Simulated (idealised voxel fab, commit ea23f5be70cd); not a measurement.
A process module follows: voxel plated lines.
We display cut, a cross-section 285 nm in width whose square cells are each 5 nm.
Cross-section layout: square cells on a grid; listed as bands, top to bottom; a band spans one or more cell rows. Basically the band line says how high the top is and how high the bottom is, in nm, and then what's in it from left to right, every material with its width in nm. Empty space shows up as "empty", and if a single material carries "everywhere" it runs the full band edge to edge. Heights from 0 (as-received wafer is one material below). Bottom band endless downward, as "top 0, no bottom". The notation "30->40" denotes a width that varies across the rows of cells in the band, beginning at the first number in the top row, finishing at the second number in the bottom row, and changing by an identical amount from each row to the next. Step marked "no modification"? Then no cell in the cross-section changed in it. This entry, "Enclosed empty spaces", enumerates those empty regions of no fewer than 8 cells that possess no open connection to the top. Each region is reported in the form width x height at distance, the distance being taken from the left edge, with all three quantities expressed in nm. Anything after a step's settings on that line? It's the simulator's own note about the step. The "overlay nm" setting may appear on a step's line; for a step that uses a mask, it gives how far to the right of its planned position the mask lay, and a negative value indicates the left.
### These are the steps we planned for the process
1,op RECEIVE | material Si
2,op CONFORMAL_DEP | material SiN | thk nm 10
3,op DIRECTIONAL_DEP | material TiN | thk nm 5
4,op PATTERN | tone open | mask id LINES | material resist | width nm 30 | pitch nm 60 | thk nm 15 | overlay nm 0
5,op EPI | material Ru | thk nm 10
6,op STRIP | etch materials resist
7,op DIRECTIONAL_ETCH | etch materials TiN | depth nm 5
8,op CONFORMAL_DEP | material SiN | thk nm 10
### Run as planned: first of two wafers
### This is the cross-section of the wafer as we received it, i.e. after step 1
  top 0, no bottom | Si everywhere
  Enclosed empty spaces: none
### After step 2, in cross-section
  top 10, bottom 0 | SiN everywhere
  below 0: unchanged
### After step 3, in cross-section
  top 15, bottom 10 | TiN everywhere
  below 10: unchanged
### After step 4, in cross-section
  top 30, bottom 15 | resist=95, then empty=30, then resist=30, then empty=30, then resist=100
  below 15: unchanged
### After step 5, in cross-section
  top 30, bottom 25 | resist=95, then empty=30, then resist=30, then empty=30, then resist=100
  top 25, bottom 15 | resist=95, then Ru=30, then resist=30, then Ru=30, then resist=100
  below 15: unchanged
### After step 6, in cross-section
  top 25, bottom 15 | empty=95, then Ru=30, then empty=30, then Ru=30, then empty=100
  below 15: unchanged
### After step 7, in cross-section
  top 25, bottom 15 | empty=95, then Ru=30, then empty=30, then Ru=30, then empty=100
  top 15, bottom 10 | empty=95, then TiN=30, then empty=30, then TiN=30, then empty=100
  below 10: unchanged
### After step 8, in cross-section
  top 35, bottom 25 | empty=85, then SiN=50, then empty=10, then SiN=50, then empty=90
  top 25, bottom 20 | empty=85, then SiN=10, then Ru=30, then SiN=10, then empty=10, then SiN=10, then Ru=30, then SiN=10, then empty=90
  top 20, bottom 15 | SiN=95, then Ru=30, then SiN=30, then Ru=30, then SiN=100
  top 15, bottom 10 | SiN=95, then TiN=30, then SiN=30, then TiN=30, then SiN=100
  below 10: unchanged
### For the second wafer, take the first wafer's start and plan, then add one mistake made in running it; everything through step 1, that step included, is shared with the first
### Second wafer, cross-section, planned end of step 2
  top 5, bottom 0 | TiN everywhere
  below 0: unchanged
### Second wafer, cross-section, planned end of step 3
  top 15, bottom 5 | SiN everywhere
  below 5: unchanged
### Second wafer, cross-section, planned end of step 4
  top 30, bottom 15 | resist=95, then empty=30, then resist=30, then empty=30, then resist=100
  below 15: unchanged
Second wafer, cross-section, planned end of step 5: no modification
### Second wafer, cross-section, planned end of step 6
  top 15, bottom 5 | SiN everywhere
  below 5: unchanged
Second wafer, cross-section, planned end of step 7: no modification
### Second wafer, cross-section, planned end of step 8
  top 25, bottom 5 | SiN everywhere
  below 5: unchanged
Diagnosis: deviation from plan: step 3 and step 2 executed in one another's positions
Materials where the second wafer ends with more or fewer cells than the first: Ru: 24 fewer; SiN: 24 fewer; TiN: 45 more
